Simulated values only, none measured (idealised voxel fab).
This section sets out a process module, namely voxel double patterning.
Square cell edge 5 nm, section width 150 nm, ID cut.
A cross-section in this document is a grid of square cells, and it is written down as bands, the top band listed before the ones below it; a band is made up of one or more rows of cells.
What a band's entry tells you: where the top is and where the bottom is, as heights in nm, and after that what lies inside, material by material from left to right, each with its width in nm. Empty space is written as the word "empty", and a single material marked with the word "everywhere" occupies the band from edge to edge.
Ref level 0: as-received wafer is one material below here. Bottom band extends down with no lower bound ("top 0, no bottom").
Think of "30 to 40" as a width that walks from the first number to the second as you go down the band, top row to bottom row, taking equal-sized steps from row to row.
"nothing different" (step): cross-section cells unchanged, all of them.
"Unvented internal voids" lists enclosed empty spaces (at least 8 cells, no open path upward to the top), each as width x height at distance from the left edge, in nm.
On each step's line, the part that comes after the settings is the simulator's own comment on the step.
A step line may carry the setting "overlay nm", which, for steps involving a mask, states the distance by which the mask lay to the right of its intended position; negative values denote displacement to the left.
LISTED BELOW ARE THE PROCESS STEPS AS PLANNED
step 1: RECEIVE,material Si
step 2: CONFORMAL_DEP,material SiN,thk nm 5
step 3: DIRECTIONAL_DEP,material SiO2,thk nm 15
step 4: DIRECTIONAL_DEP,material SiCN,thk nm 10
step 5: PATTERN,tone open,mask id FIRST,material resist,width nm 15,pitch nm 50,thk nm 20,overlay nm 0
step 6: DIRECTIONAL_ETCH,etch materials SiCN,depth nm 10
step 7: STRIP,etch materials resist
step 8: MASKED_ETCH,tone open,mask id SECOND,width nm 15,etch materials SiCN,depth nm 10,overlay nm 0
step 9: DIRECTIONAL_ETCH,etch materials SiO2,depth nm 15
step 10: STRIP,etch materials SiCN
DELIVERED WAFER IN CROSS-SECTION: STATE AFTER STEP 1
> top 0, no bottom | Si everywhere
> Unvented internal voids: none
CROSS-SECTION, FIRST OF TWO WAFERS, END OF MODULE, RUN AS PLANNED
> top 20, bottom 5 | 40 nm SiO2, then 15 nm empty, then 10 nm SiO2, then 15 nm empty, then 10 nm SiO2, then 15 nm empty, then 45 nm SiO2
> top 5, bottom 0 | SiN everywhere
> top 0, no bottom | Si everywhere
> Unvented internal voids: none
MODULE END: CROSS-SECTION OF WAFER TWO OF TWO. SAME START AND PROCESS PLAN AS THE FIRST WAFER. ONE MISTAKE DURING EXECUTION
> top 35, bottom 20 | 40 nm SiO2, then 15 nm empty, then 10 nm SiO2, then 15 nm empty, then 10 nm SiO2, then 15 nm empty, then 45 nm SiO2
> top 20, bottom 5 | SiO2 everywhere
> top 5, bottom 0 | SiN everywhere
> top 0, no bottom | Si everywhere
> Unvented internal voids: none
Against the plan, the run slipped here: the plan had its step 3 run twice
Final difference in cells, second wafer against first, listed per material as more or fewer: 90 more of SiO2
